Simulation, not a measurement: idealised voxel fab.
The name of this process module is voxel capacitor over wiring.
cross-section cut | 220 nm wide | cells 5 nm
Format of a cross-section: grid, square cells. Given as bands. Order: top down. Band: one or more rows of cells.
A band entry consists of two parts. The first gives the height of the band's top and the height of its bottom, in nm. The rest lists the band's materials from left to right, each with its width in nm. A single material labelled with the word "edge to edge" fills the band from edge to edge, and the word "air" marks empty space.
Height reference: 0 = level under which incoming wafer is all one material. Lowest band: no bottom, runs on downward, e.g. "from 0 down".
Graded width ("30..40"): value in top row of band = first number; value in bottom row = second number; row-to-row change constant.
Given "no alteration" for a step, no cell of the cross-section differs between before and after that step.
So "Voids, fully enclosed" is basically the list of trapped voids: any empty space of 8 cells or more that can't reach the top through an opening. They're written width x height at distance, the distance being from the left edge, and it's all nm.
Step line, after settings: the simulator's comment on this step.
For masked steps, "overlay nm" on the step line gives how far right of plan the mask actually lay; a minus sign means it lay to the left.

STEPS IN THE PROCESS PLAN
1: RECEIVE: material Si
2: CONFORMAL_DEP: material SiO2, thk nm 15
3: CONFORMAL_DEP: material SiCN, thk nm 5
4: DIRECTIONAL_DEP: material SiO2, thk nm 20
5: DIRECTIONAL_DEP: material aC, thk nm 10
6: PATTERN: tone open, mask id METAL_1, material resist, width nm 25, pitch nm 75, thk nm 25, overlay nm 0
7: DIRECTIONAL_ETCH: etch materials aC, depth nm 10
8: STRIP: etch materials resist
9: DIRECTIONAL_ETCH: etch materials SiO2, depth nm 20
10: DIRECTIONAL_ETCH: etch materials SiCN, depth nm 5
11: STRIP: etch materials aC
12: CONFORMAL_DEP: material TiN, thk nm 5
13: FILL_DEP: material Ru, thk nm 10
14: CMP: height nm 40
15: EPI: material Ru, thk nm 5
16: FILL_DEP: material SiCN, thk nm 5
17: DIRECTIONAL_DEP: material lowk, thk nm 10
18: PATTERN: tone open, mask id PLUG_1, material resist, width nm 15, thk nm 20, overlay nm 0
19: DIRECTIONAL_ETCH: etch materials lowk, depth nm 10
20: DIRECTIONAL_ETCH: etch materials SiCN, depth nm 5
21: STRIP: etch materials resist
22: EPI: material Ru, thk nm 10
23: EPI: material Ru, thk nm 5
24: DIRECTIONAL_DEP: material TiN, thk nm 10
25: DIRECTIONAL_DEP: material HfO2, thk nm 5
26: DIRECTIONAL_DEP: material TiN, thk nm 10
27: DIRECTIONAL_DEP: material aC, thk nm 10
28: PATTERN: tone cover, mask id UPPER_PLATE, material resist, width nm 55, thk nm 30, overlay nm 0
29: DIRECTIONAL_ETCH: etch materials aC, depth nm 10
30: STRIP: etch materials resist
31: DIRECTIONAL_ETCH: etch materials TiN, depth nm 10
32: DIRECTIONAL_ETCH: etch materials HfO2, depth nm 5
33: STRIP: etch materials aC
34: DIRECTIONAL_DEP: material aC, thk nm 10
35: PATTERN: tone cover, mask id LOWER_PLATE, material resist, width nm 65, thk nm 25, overlay nm 0
36: DIRECTIONAL_ETCH: etch materials aC, depth nm 10
37: STRIP: etch materials resist
38: DIRECTIONAL_ETCH: etch materials TiN, depth nm 10
39: STRIP: etch materials aC
40: FILL_DEP: material SiO2, thk nm 20
41: CMP: height nm 100
42: MASKED_ETCH: tone open, mask id PLUG_2, width nm 15, etch materials SiO2, depth nm 15, overlay nm -15
43: CONFORMAL_DEP: material TiN, thk nm 5
44: FILL_DEP: material Cu, thk nm 5
45: CMP: height nm 100
46: CONFORMAL_DEP: material SiN, thk nm 5
Quick note for whoever runs this: the wafers start identical, but the overlay nm at step 42 isn't the same across them. The plan just shows what the first wafer had.

AS-RECEIVED CROSS-SECTION, FIRST OF SEVERAL WAFERS, POST STEP 1
- from 0 down  Si edge to edge
- Voids, fully enclosed: none

FIRST WAFER OF SEVERAL, CROSS-SECTION, MODULE END, AFTER STEP 46 (LAST)
- from 105 to 100  SiN edge to edge
- from 100 to 90  65 SiO2 | 5 TiN | 5 Cu | 5 TiN | 140 SiO2
- from 90 to 85  65 SiO2 | 15 TiN | 140 SiO2
- from 85 to 75  70 SiO2 | 55 TiN | 95 SiO2
- from 75 to 70  70 SiO2 | 55 HfO2 | 95 SiO2
- from 70 to 60  65 SiO2 | 65 TiN | 90 SiO2
- from 60 to 50  70 lowk | 15 Ru | 135 lowk
- from 50 to 45  70 SiCN | 15 Ru | 135 SiCN
- from 45 to 40  55 SiCN | 35 Ru | 40 SiCN | 35 Ru | 55 SiCN
- from 40 to 20  60 SiO2 | 5 TiN | 15 Ru | 5 TiN | 50 SiO2 | 5 TiN | 15 Ru | 5 TiN | 60 SiO2
- from 20 to 15  60 SiCN | 25 TiN | 50 SiCN | 25 TiN | 60 SiCN
- from 15 to 0  SiO2 edge to edge
- from 0 down  Si edge to edge
- Voids, fully enclosed: none

MODULE END, FINAL WAFER: CROSS-SECTION
- from 105 to 100  SiN edge to edge
- from 100 to 90  95 SiO2 | 5 TiN | 5 Cu | 5 TiN | 110 SiO2
- from 90 to 85  95 SiO2 | 15 TiN | 110 SiO2
- from 85 to 75  70 SiO2 | 55 TiN | 95 SiO2
- from 75 to 70  70 SiO2 | 55 HfO2 | 95 SiO2
- from 70 to 60  65 SiO2 | 65 TiN | 90 SiO2
- from 60 to 50  70 lowk | 15 Ru | 135 lowk
- from 50 to 45  70 SiCN | 15 Ru | 135 SiCN
- from 45 to 40  55 SiCN | 35 Ru | 40 SiCN | 35 Ru | 55 SiCN
- from 40 to 20  60 SiO2 | 5 TiN | 15 Ru | 5 TiN | 50 SiO2 | 5 TiN | 15 Ru | 5 TiN | 60 SiO2
- from 20 to 15  60 SiCN | 25 TiN | 50 SiCN | 25 TiN | 60 SiCN
- from 15 to 0  SiO2 edge to edge
- from 0 down  Si edge to edge
- Voids, fully enclosed: none

BELOW: A ROW PER WAFER. CONTENTS AT END OF MODULE: FOR EVERY MATERIAL, CELLS GAINED SINCE RECEIPT (+) OR LOST SINCE RECEIPT (-); THEN CLOSED VOIDS
overlay nm -15 | +2 Cu | +11 HfO2 | +47 Ru | +105 SiCN | +44 SiN | +552 SiO2 | +81 TiN | +82 lowk | Voids, fully enclosed: none
overlay nm -10 | +2 Cu | +11 HfO2 | +47 Ru | +105 SiCN | +44 SiN | +552 SiO2 | +81 TiN | +82 lowk | Voids, fully enclosed: none
overlay nm -5 | +2 Cu | +11 HfO2 | +47 Ru | +105 SiCN | +44 SiN | +552 SiO2 | +81 TiN | +82 lowk | Voids, fully enclosed: none
overlay nm 0 | +2 Cu | +11 HfO2 | +47 Ru | +105 SiCN | +44 SiN | +552 SiO2 | +81 TiN | +82 lowk | Voids, fully enclosed: none
overlay nm 5 | +2 Cu | +11 HfO2 | +47 Ru | +105 SiCN | +44 SiN | +552 SiO2 | +81 TiN | +82 lowk | Voids, fully enclosed: none
overlay nm 10 | +2 Cu | +11 HfO2 | +47 Ru | +105 SiCN | +44 SiN | +552 SiO2 | +81 TiN | +82 lowk | Voids, fully enclosed: none
overlay nm 15 | +2 Cu | +11 HfO2 | +47 Ru | +105 SiCN | +44 SiN | +552 SiO2 | +81 TiN | +82 lowk | Voids, fully enclosed: none
